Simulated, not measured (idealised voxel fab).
Module name: voxel self aligned vias (process module)
We display cut, a cross-section 285 nm in width whose square cells are each 5 nm.
Just so we're on the same page, the cross-sections are grids of square cells, and they're listed out in bands top to bottom, each band one or more rows deep.
A band entry consists of two parts. The first gives the height of the band's top and the height of its bottom, in nm. The rest lists the band's materials from left to right, each with its width in nm. A single material labelled with the word "throughout" fills the band from edge to edge, and the word "blank" marks empty space.
For the purposes of this specification, 0 denotes the height below which the wafer in its as-received condition is composed wholly of one material, and the lowermost band, lacking a lower limit, extends downward without end, as expressed in "0 nm and below".
Top row gets the first number, bottom row gets the second, and each row in between changes by the same step: that is how a band width like "30..40" works.
Step note "everything unchanged" = no cross-section cell changed.
Any empty space of 8 cells or more lacking an open way to the top shows up in "Encapsulated voids" as width x height at distance, distance from the left edge, in nm.
Note: text after step settings on the step line = simulator remark on that step.
overlay nm: how far to the right of its planned place the mask lay on this masked step (negative: to the left).
THE PLANNED PROCESS STEPS ARE ENUMERATED HEREUNDER
1,RECEIVE with material Si
2,CONFORMAL_DEP with material SiO2, thk nm 10
3,CONFORMAL_DEP with material SiCN, thk nm 5
4,DIRECTIONAL_DEP with material lowk, thk nm 20
5,DIRECTIONAL_DEP with material aC, thk nm 15
6,PATTERN with tone open, mask id LINES, material resist, width nm 25, pitch nm 55, thk nm 35, overlay nm 0
7,DIRECTIONAL_ETCH with etch materials aC, depth nm 15
8,STRIP with etch materials resist
9,DIRECTIONAL_ETCH with etch materials lowk, depth nm 20
10,STRIP with etch materials aC
11,CONFORMAL_DEP with material TiN, thk nm 5
12,FILL_DEP with material Ru, thk nm 10
13,CMP with height nm 35
14,SELECTIVE_ETCH with etch materials W Ru TiN, depth nm 10
15,FILL_DEP with material SiN, thk nm 10
16,CMP with height nm 35
17,DIRECTIONAL_DEP with material lowk, thk nm 15
18,DIRECTIONAL_DEP with material aC, thk nm 15
19,PATTERN with tone open, mask id VIAS, material resist, width nm 35, pitch nm 110, thk nm 35, overlay nm 0
20,DIRECTIONAL_ETCH with etch materials aC, depth nm 15
21,STRIP with etch materials resist
22,DIRECTIONAL_ETCH with etch materials lowk, depth nm 15
23,DIRECTIONAL_ETCH with etch materials SiN, depth nm 10
24,STRIP with etch materials aC
25,CONFORMAL_DEP with material TiN, thk nm 5
26,FILL_DEP with material W, thk nm 10
27,CMP with height nm 50
28,CONFORMAL_DEP with material SiN, thk nm 5
CROSS-SECTION OF THE WAFER AT RECEIPT, WHICH IS THE CONDITION AFTER STEP 1
* 0 nm and below | Si throughout
* Encapsulated voids: none
POST-MODULE CROSS-SECTION OF THE FIRST OF TWO WAFERS (RUN PER PLAN)
* 55 nm to 50 nm | SiN throughout
* 50 nm to 40 nm | lowk: 70; TiN: 5; W: 25; TiN: 5; lowk: 75; TiN: 5; W: 25; TiN: 5; lowk: 70
* 40 nm to 35 nm | lowk: 70; TiN: 10; W: 15; TiN: 10; lowk: 75; TiN: 10; W: 15; TiN: 10; lowk: 70
* 35 nm to 30 nm | lowk: 75; TiN: 5; W: 15; TiN: 5; lowk: 30; SiN: 25; lowk: 30; TiN: 5; W: 15; TiN: 5; lowk: 75
* 30 nm to 25 nm | lowk: 75; TiN: 25; lowk: 30; SiN: 25; lowk: 30; TiN: 25; lowk: 75
* 25 nm to 20 nm | lowk: 75; TiN: 5; Ru: 15; TiN: 5; lowk: 30; TiN: 5; Ru: 15; TiN: 5; lowk: 30; TiN: 5; Ru: 15; TiN: 5; lowk: 75
* 20 nm to 15 nm | lowk: 75; TiN: 25; lowk: 30; TiN: 25; lowk: 30; TiN: 25; lowk: 75
* 15 nm to 10 nm | SiCN throughout
* 10 nm to 0 nm | SiO2 throughout
* 0 nm and below | Si throughout
* Encapsulated voids: none
WAFER TWO CROSS-SECTION, MODULE END. START AND PLAN UNCHANGED FROM WAFER ONE; ONE MISTAKE MADE DURING THE RUN
* 55 nm to 50 nm | SiN throughout
* 50 nm to 40 nm | lowk: 75; TiN: 5; W: 20; TiN: 5; lowk: 80; TiN: 5; W: 20; TiN: 5; lowk: 70
* 40 nm to 35 nm | lowk: 75; TiN: 5; W: 15; TiN: 10; lowk: 80; TiN: 5; W: 15; TiN: 10; lowk: 70
* 35 nm to 30 nm | lowk: 75; TiN: 5; W: 15; TiN: 5; lowk: 30; SiN: 25; lowk: 30; TiN: 5; W: 15; TiN: 5; lowk: 75
* 30 nm to 25 nm | lowk: 75; TiN: 25; lowk: 30; SiN: 25; lowk: 30; TiN: 25; lowk: 75
* 25 nm to 20 nm | lowk: 75; TiN: 5; Ru: 15; TiN: 5; lowk: 30; TiN: 5; Ru: 15; TiN: 5; lowk: 30; TiN: 5; Ru: 15; TiN: 5; lowk: 75
* 20 nm to 15 nm | lowk: 75; TiN: 25; lowk: 30; TiN: 25; lowk: 30; TiN: 25; lowk: 75
* 15 nm to 10 nm | SiCN throughout
* 10 nm to 0 nm | SiO2 throughout
* 0 nm and below | Si throughout
* Encapsulated voids: none
Nonconformance to the process plan: so step 19 ended up running with a different setting than we planned, it ran as PATTERN with tone open, mask id VIAS, material resist, width nm 30, pitch nm 110, thk nm 35, overlay nm 0
End check, counted in cells, second wafer has more or fewer of these materials than the first: 2 fewer of TiN, 4 fewer of W, 6 more of lowk
